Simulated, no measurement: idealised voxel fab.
The name of this process module is voxel fin reveal.
Displayed cross-section: cut, width of 160 nm, square cells sized 5 nm.
Cross-section layout: square cells on a grid; listed as bands, top to bottom; a band spans one or more cell rows.
Basically the band line says how high the top is and how high the bottom is, in nm, and then what's in it from left to right, every material with its width in nm. Empty space shows up as "empty", and if a single material carries "everywhere" it runs the full band edge to edge.
Below 0: as-received wafer, all one material; heights counted from there. Lowest band: no bottom, goes on down, written "from 0 down".
The expression "30->40" gives the width at the extremes of the band, the first number at its top row of cells and the second at its bottom row, with the width changing by equal amounts from each row to the next in between.
Take "remains unaltered" at face value: in the step it is given for, the cross-section changed in none of its cells.
Enclosed voids (no open way to top), threshold 8 cells or more, entry "Closed empty spaces", notation width x height at distance, distance from left edge, nm.
Past the settings on a step's line: simulator remark, on that step.
overlay nm: right-of-plan distance of the mask on a masked step; negative values mean left-of-plan.
The planned process steps are enumerated hereunder
| 1 | RECEIVE (material Si) |
| 2 | CONFORMAL_DEP (material SiN; thk nm 5) |
| 3 | DIRECTIONAL_DEP (material aC; thk nm 15) |
| 4 | PATTERN (tone cover; mask id FINS; material resist; width nm 15; pitch nm 35; thk nm 35; overlay nm 0) |
| 5 | DIRECTIONAL_ETCH (etch materials aC; depth nm 15) |
| 6 | STRIP (etch materials resist) |
| 7 | DIRECTIONAL_ETCH (etch materials SiN; depth nm 5) |
| 8 | DIRECTIONAL_ETCH (etch materials Si; depth nm 30) |
| 9 | STRIP (etch materials aC) |
| 10 | OXIDIZE (depth nm 5) |
| 11 | FILL_DEP (material SiO2; thk nm 10) |
| 12 | CMP (height nm 5) |
| 13 | SELECTIVE_ETCH (etch materials SiO2; depth nm 15) |
| 14 | STRIP (etch materials SiN) |
| 15 | CONFORMAL_DEP (material SiO2; thk nm 5) |
Cross-section, incoming material, after step 1
    from 0 down | Si everywhere
    Closed empty spaces: none
Here's the cross-section of the first of our two wafers at the end of the module - it ran as planned
    from 5 to 0 | 20 nm empty; 15 nm SiO2; 20 nm empty; 15 nm SiO2; 20 nm empty; 15 nm SiO2; 20 nm empty; 15 nm SiO2; 20 nm empty
    from 0 to -5 | 20 nm empty; 5 nm SiO2; 5 nm Si; 5 nm SiO2; 20 nm empty; 5 nm SiO2; 5 nm Si; 5 nm SiO2; 20 nm empty; 5 nm SiO2; 5 nm Si; 5 nm SiO2; 20 nm empty; 5 nm SiO2; 5 nm Si; 5 nm SiO2; 20 nm empty
    from -5 to -35 | 25 nm SiO2; 5 nm Si; 30 nm SiO2; 5 nm Si; 30 nm SiO2; 5 nm Si; 30 nm SiO2; 5 nm Si; 25 nm SiO2
    from -35 down | Si everywhere
    Closed empty spaces: none
Same start, same plan as the first wafer - but one mistake in the run. Cross-section of the second of the two at the end of the module
    from 10 to 5 | 15 nm empty; 25 nm SiO2; 10 nm empty; 25 nm SiO2; 10 nm empty; 25 nm SiO2; 10 nm empty; 25 nm SiO2; 15 nm empty
    from 5 to 0 | 15 nm empty; 5 nm SiO2; 15 nm SiN; 5 nm SiO2; 10 nm empty; 5 nm SiO2; 15 nm SiN; 5 nm SiO2; 10 nm empty; 5 nm SiO2; 15 nm SiN; 5 nm SiO2; 10 nm empty; 5 nm SiO2; 15 nm SiN; 5 nm SiO2; 15 nm empty
    from 0 to -5 | 15 nm empty; 10 nm SiO2; 5 nm Si; 10 nm SiO2; 10 nm empty; 10 nm SiO2; 5 nm Si; 10 nm SiO2; 10 nm empty; 10 nm SiO2; 5 nm Si; 10 nm SiO2; 10 nm empty; 10 nm SiO2; 5 nm Si; 10 nm SiO2; 15 nm empty
    from -5 to -30 | 20 nm empty; 5 nm SiO2; 5 nm Si; 5 nm SiO2; 20 nm empty; 5 nm SiO2; 5 nm Si; 5 nm SiO2; 20 nm empty; 5 nm SiO2; 5 nm Si; 5 nm SiO2; 20 nm empty; 5 nm SiO2; 5 nm Si; 5 nm SiO2; 20 nm empty
    from -30 to -35 | 25 nm SiO2; 5 nm Si; 30 nm SiO2; 5 nm Si; 30 nm SiO2; 5 nm Si; 30 nm SiO2; 5 nm Si; 25 nm SiO2
    from -35 down | Si everywhere
    Closed empty spaces: none
Deviation noted in wafer processing: not per plan at step 14, really ran STRIP (etch materials SiO2)
Wrapping up, a cell-based count of both wafers puts the second over or under the first for these materials: +12 SiN | -76 SiO2
